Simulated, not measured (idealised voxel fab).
You're looking at the process module voxel air gaps.
FYI the section here is cut, 170 nm wide, cells are 5 nm squares.
Cross-section format: a grid of square cells, given as bands from top to bottom; each band is one or more rows of cells. Per band: top height and bottom height in nm, followed by the left-to-right materials and their widths in nm; "everywhere" marks a single material spanning edge to edge, "blank" marks empty space. The level at which height equals 0 is the one under which the wafer, as it arrives, is entirely one material. No lower edge exists for the bottom band, which continues downward and is notated as in "from 0 down". Width: "30->40" (first number = top row, second number = bottom row, same change from row to row of cells). Any step labelled "same as before" changed none of the cells in the cross-section. What "Closed cavities" gives you is every empty space of 8 cells or more that is cut off from the top. Each appears as width x height at distance, with the distance taken from the left edge and width, height and distance all in nm. It should be noted that, on the line of a given step, the content following the step's settings is a remark produced by the simulator itself with respect to that step. Regarding "overlay nm": on a step with a mask, it is the distance the mask lay to the right of its planned place; a negative value places it to the left.
-- The planned process steps are enumerated hereunder
1) RECEIVE with material Si
2) CONFORMAL_DEP with material SiO2, thk nm 15
3) CONFORMAL_DEP with material SiCN, thk nm 5
4) DIRECTIONAL_DEP with material SiO2, thk nm 40
5) PATTERN with tone open, mask id LINES, material resist, width nm 25, pitch nm 50, thk nm 15, overlay nm 0
6) DIRECTIONAL_ETCH with etch materials SiO2, depth nm 40
7) STRIP with etch materials resist
8) CONFORMAL_DEP with material TiN, thk nm 5
9) FILL_DEP with material Cu, thk nm 5
10) CMP with height nm 60
11) EPI with material Ru, thk nm 10
12) SELECTIVE_ETCH with etch materials SiO2, depth nm 50
13) CONFORMAL_DEP with material SiCN, thk nm 5
-- Delivered wafer in cross-section: state after step 1
	from 0 down | Si everywhere
	Closed cavities: none
-- Looking at the first of two wafers in cross-section at end of module - ran to plan
	from 75 to 70 | 5 of blank / 155 of SiCN / 10 of blank
	from 70 to 60 | 5 of blank / 5 of SiCN / 45 of Ru / 5 of SiCN / 45 of Ru / 5 of SiCN / 45 of Ru / 5 of SiCN / 10 of blank
	from 60 to 55 | 5 of blank / 15 of SiCN / 5 of TiN / 15 of Cu / 5 of TiN / 25 of SiCN / 5 of TiN / 15 of Cu / 5 of TiN / 25 of SiCN / 5 of TiN / 15 of Cu / 5 of TiN / 15 of SiCN / 10 of blank
	from 55 to 25 | 15 of blank / 5 of SiCN / 5 of TiN / 15 of Cu / 5 of TiN / 5 of SiCN / 15 of blank / 5 of SiCN / 5 of TiN / 15 of Cu / 5 of TiN / 5 of SiCN / 15 of blank / 5 of SiCN / 5 of TiN / 15 of Cu / 5 of TiN / 5 of SiCN / 20 of blank
	from 25 to 20 | 20 of SiCN / 25 of TiN / 25 of SiCN / 25 of TiN / 25 of SiCN / 25 of TiN / 25 of SiCN
	from 20 to 15 | SiCN everywhere
	from 15 to 0 | SiO2 everywhere
	from 0 down | Si everywhere
	Closed cavities: 15 x 30 at 50; 15 x 30 at 100
-- Cross-section, wafer two of two, end of module: same start and plan as wafer one, one error in execution
	from 75 to 70 | 5 of blank / 155 of SiCN / 10 of blank
	from 70 to 60 | 5 of blank / 5 of SiCN / 45 of Ru / 5 of SiCN / 45 of Ru / 5 of SiCN / 45 of Ru / 5 of SiCN / 10 of blank
	from 60 to 55 | 5 of blank / 15 of SiCN / 5 of TiN / 15 of Cu / 5 of TiN / 25 of SiCN / 5 of TiN / 15 of Cu / 5 of TiN / 25 of SiCN / 5 of TiN / 15 of Cu / 5 of TiN / 15 of SiCN / 10 of blank
	from 55 to 40 | 15 of blank / 5 of SiCN / 5 of TiN / 15 of Cu / 5 of TiN / 5 of SiCN / 15 of blank / 5 of SiCN / 5 of TiN / 15 of Cu / 5 of TiN / 5 of SiCN / 15 of blank / 5 of SiCN / 5 of TiN / 15 of Cu / 5 of TiN / 5 of SiCN / 20 of blank
	from 40 to 35 | 20 of SiCN / 25 of TiN / 25 of SiCN / 25 of TiN / 25 of SiCN / 25 of TiN / 25 of SiCN
	from 35 to 30 | SiCN everywhere
	from 30 to 0 | SiO2 everywhere
	from 0 down | Si everywhere
	Closed cavities: 15 x 15 at 50; 15 x 15 at 100
It is concluded that the wafer was processed incorrectly with respect to the plan, in that plan step 2 was twice executed
The closing comparison, in cells, has the second wafer with more or fewer of some materials than the first: Cu -27 | SiCN -18 | SiO2 +102 | TiN -18
